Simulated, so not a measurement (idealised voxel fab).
process module | voxel capacitor over wiring
cross-section cut | 215 nm wide | cells 5 nm
A cross-section is a grid of square cells, given in bands from the top down. A band is one or more rows of cells.
Each band's line starts with the height of the band's top and of its bottom, in nm. Then come its materials from left to right, each with its width in nm. One material with "throughout" fills the band from edge to edge. "air" is empty space.
Height 0 is the level under which the wafer as received is all one material. The lowest band goes on downwards, as in "0 down".
A width such as "30 to 40" changes by the same amount from each row of cells to the next, from the band's top row to its bottom row.
"no change" after a step means that no cell of the cross-section changed.
closed voids: empty space of 8 cells or more with no open way to the top, each as width x height at its distance from the left edge, in nm
after a step's settings: what the simulator itself notes on the step
overlay nm, on a step with a mask: how far to the right of its planned place the mask lay; to the left if negative
plan
1 op RECEIVE | material Si
2 op CONFORMAL_DEP | material SiO2 | thk nm 15
3 op DIRECTIONAL_DEP | material TiN | thk nm 5
4 op DIRECTIONAL_DEP | material W | thk nm 20
5 op MASKED_ETCH | tone cover | mask id METAL_1 | width nm 20 | pitch nm 90 | etch materials W | depth nm 20 | overlay nm 0
6 op MASKED_ETCH | tone cover | mask id METAL_1 | width nm 20 | pitch nm 90 | etch materials TiN | depth nm 5 | overlay nm 0
7 op FILL_DEP | material SiO2 | thk nm 10
8 op CMP | height nm 40
9 op CONFORMAL_DEP | material SiCN | thk nm 5
10 op DIRECTIONAL_DEP | material SiO2 | thk nm 15
11 op MASKED_ETCH | tone open | mask id PLUG_1 | width nm 15 | etch materials SiO2 | depth nm 15 | overlay nm 0
12 op MASKED_ETCH | tone open | mask id PLUG_1 | width nm 15 | etch materials SiCN | depth nm 5 | overlay nm 0
13 op CONFORMAL_DEP | material TiN | thk nm 5
14 op FILL_DEP | material Ru | thk nm 5
15 op CMP | height nm 60
16 op DIRECTIONAL_DEP | material TiN | thk nm 5
17 op DIRECTIONAL_DEP | material HfO2 | thk nm 5
18 op DIRECTIONAL_DEP | material TiN | thk nm 5
19 op PATTERN | tone cover | mask id UPPER_PLATE | material resist | width nm 75 | thk nm 20 | overlay nm 0
20 op DIRECTIONAL_ETCH | etch materials TiN | depth nm 5
21 op DIRECTIONAL_ETCH | etch materials HfO2 | depth nm 5
22 op STRIP | etch materials resist
23 op MASKED_ETCH | tone cover | mask id LOWER_PLATE | width nm 85 | etch materials TiN | depth nm 5 | overlay nm 0
24 op FILL_DEP | material SiO2 | thk nm 15
25 op CMP | height nm 85
26 op MASKED_ETCH | tone open | mask id PLUG_2 | width nm 15 | etch materials SiO2 | depth nm 10 | overlay nm 0
27 op CONFORMAL_DEP | material TiN | thk nm 5
28 op FILL_DEP | material W | thk nm 10
29 op CMP | height nm 85
30 op CONFORMAL_DEP | material SiN | thk nm 5
first wafer, as planned
as received, after step 1
  0 down: Si throughout
  closed voids: none
after step 2
  15 to 0: SiO2 throughout
  below 0: unchanged
after step 3
  20 to 15: TiN throughout
  below 15: unchanged
after step 4
  40 to 20: W throughout
  below 20: unchanged
after step 5
  40 to 20: air 50 | W 20 | air 70 | W 20 | air 55
  below 20: unchanged
after step 6
  40 to 20: air 50 | W 20 | air 70 | W 20 | air 55
  20 to 15: air 50 | TiN 20 | air 70 | TiN 20 | air 55
  below 15: unchanged
after step 7
  50 to 40: SiO2 throughout
  40 to 20: SiO2 50 | W 20 | SiO2 70 | W 20 | SiO2 55
  20 to 15: SiO2 50 | TiN 20 | SiO2 70 | TiN 20 | SiO2 55
  below 15: unchanged
after step 8
  40 to 20: SiO2 50 | W 20 | SiO2 70 | W 20 | SiO2 55
  below 20: unchanged
after step 9
  45 to 40: SiCN throughout
  below 40: unchanged
after step 10
  60 to 45: SiO2 throughout
  below 45: unchanged
after step 11
  60 to 45: SiO2 55 | air 15 | SiO2 145
  below 45: unchanged
after step 12
  60 to 45: SiO2 55 | air 15 | SiO2 145
  45 to 40: SiCN 55 | air 15 | SiCN 145
  below 40: unchanged
after step 13
  65 to 60: TiN 60 | air 5 | TiN 150
  60 to 45: SiO2 55 | TiN 5 | air 5 | TiN 5 | SiO2 145
  45 to 40: SiCN 55 | TiN 15 | SiCN 145
  below 40: unchanged
after step 14
  70 to 65: Ru throughout
  65 to 60: TiN 60 | Ru 5 | TiN 150
  60 to 45: SiO2 55 | TiN 5 | Ru 5 | TiN 5 | SiO2 145
  below 45: unchanged
after step 15
  60 to 45: SiO2 55 | TiN 5 | Ru 5 | TiN 5 | SiO2 145
  below 45: unchanged
after step 16
  65 to 60: TiN throughout
  below 60: unchanged
after step 17
  70 to 65: HfO2 throughout
  below 65: unchanged
after step 18
  75 to 70: TiN throughout
  below 70: unchanged
after step 19
  95 to 75: air 55 | resist 75 | air 85
  below 75: unchanged
after step 20
  95 to 75: air 55 | resist 75 | air 85
  75 to 70: air 55 | TiN 75 | air 85
  below 70: unchanged
after step 21
  95 to 75: air 55 | resist 75 | air 85
  75 to 70: air 55 | TiN 75 | air 85
  70 to 65: air 55 | HfO2 75 | air 85
  below 65: unchanged
after step 22
  75 to 70: air 55 | TiN 75 | air 85
  below 70: unchanged
after step 23
  75 to 70: air 55 | TiN 75 | air 85
  70 to 65: air 55 | HfO2 75 | air 85
  65 to 60: air 50 | TiN 85 | air 80
  below 60: unchanged
after step 24
  90 to 75: SiO2 throughout
  75 to 70: SiO2 55 | TiN 75 | SiO2 85
  70 to 65: SiO2 55 | HfO2 75 | SiO2 85
  65 to 60: SiO2 50 | TiN 85 | SiO2 80
  below 60: unchanged
after step 25
  85 to 75: SiO2 throughout
  below 75: unchanged
after step 26
  85 to 75: SiO2 65 | air 15 | SiO2 135
  below 75: unchanged
after step 27
  90 to 85: TiN 70 | air 5 | TiN 140
  85 to 80: SiO2 65 | TiN 5 | air 5 | TiN 5 | SiO2 135
  80 to 70: SiO2 65 to 55 | TiN 15 to 75 | SiO2 135 to 85
  below 70: unchanged
after step 28
  100 to 90: W throughout
  90 to 85: TiN 70 | W 5 | TiN 140
  85 to 80: SiO2 65 | TiN 5 | W 5 | TiN 5 | SiO2 135
  below 80: unchanged
after step 29
  85 to 80: SiO2 65 | TiN 5 | W 5 | TiN 5 | SiO2 135
  below 80: unchanged
after step 30
  90 to 85: SiN throughout
  below 85: unchanged
second wafer: like start, like plan, one mistake. Through step 11 it matches the first wafer
when step 12 should have ended
  60 to 45: SiO2 55 | air 15 | SiO2 145
  45 to 40: SiCN 55 | air 10 | SiCN 150
  below 40: unchanged
when step 13 should have ended
  65 to 60: TiN 60 | air 5 | TiN 150
  60 to 50: SiO2 55 | TiN 5 | air 5 | TiN 5 | SiO2 145
  50 to 45: SiO2 55 | TiN 15 | SiO2 145
  45 to 40: SiCN 55 | TiN 10 | SiCN 150
  below 40: unchanged
when step 14 should have ended
  70 to 65: Ru throughout
  65 to 60: TiN 60 | Ru 5 | TiN 150
  60 to 50: SiO2 55 | TiN 5 | Ru 5 | TiN 5 | SiO2 145
  below 50: unchanged
when step 15 should have ended
  60 to 50: SiO2 55 | TiN 5 | Ru 5 | TiN 5 | SiO2 145
  below 50: unchanged
when step 16 should have ended
  65 to 60: TiN throughout
  below 60: unchanged
when step 17 should have ended
  70 to 65: HfO2 throughout
  below 65: unchanged
when step 18 should have ended
  75 to 70: TiN throughout
  below 70: unchanged
when step 19 should have ended
  95 to 75: air 55 | resist 75 | air 85
  below 75: unchanged
when step 20 should have ended
  95 to 75: air 55 | resist 75 | air 85
  75 to 70: air 55 | TiN 75 | air 85
  below 70: unchanged
when step 21 should have ended
  95 to 75: air 55 | resist 75 | air 85
  75 to 70: air 55 | TiN 75 | air 85
  70 to 65: air 55 | HfO2 75 | air 85
  below 65: unchanged
when step 22 should have ended
  75 to 70: air 55 | TiN 75 | air 85
  below 70: unchanged
when step 23 should have ended
  75 to 70: air 55 | TiN 75 | air 85
  70 to 65: air 55 | HfO2 75 | air 85
  65 to 60: air 50 | TiN 85 | air 80
  below 60: unchanged
when step 24 should have ended
  90 to 75: SiO2 throughout
  75 to 70: SiO2 55 | TiN 75 | SiO2 85
  70 to 65: SiO2 55 | HfO2 75 | SiO2 85
  65 to 60: SiO2 50 | TiN 85 | SiO2 80
  below 60: unchanged
when step 25 should have ended
  85 to 75: SiO2 throughout
  below 75: unchanged
when step 26 should have ended
  85 to 75: SiO2 65 | air 15 | SiO2 135
  below 75: unchanged
when step 27 should have ended
  90 to 85: TiN 70 | air 5 | TiN 140
  85 to 80: SiO2 65 | TiN 5 | air 5 | TiN 5 | SiO2 135
  80 to 70: SiO2 65 to 55 | TiN 15 to 75 | SiO2 135 to 85
  below 70: unchanged
when step 28 should have ended
  100 to 90: W throughout
  90 to 85: TiN 70 | W 5 | TiN 140
  85 to 80: SiO2 65 | TiN 5 | W 5 | TiN 5 | SiO2 135
  below 80: unchanged
when step 29 should have ended
  85 to 80: SiO2 65 | TiN 5 | W 5 | TiN 5 | SiO2 135
  below 80: unchanged
when step 30 should have ended
  90 to 85: SiN throughout
  below 85: unchanged
what went wrong: step 12 ran as: op MASKED_ETCH | tone open | mask id PLUG_1 | width nm 15 | etch materials SiCN | depth nm 5 | overlay nm -5
at the end the second wafer has, in cells: 1 fewer of Ru | 1 more of SiCN
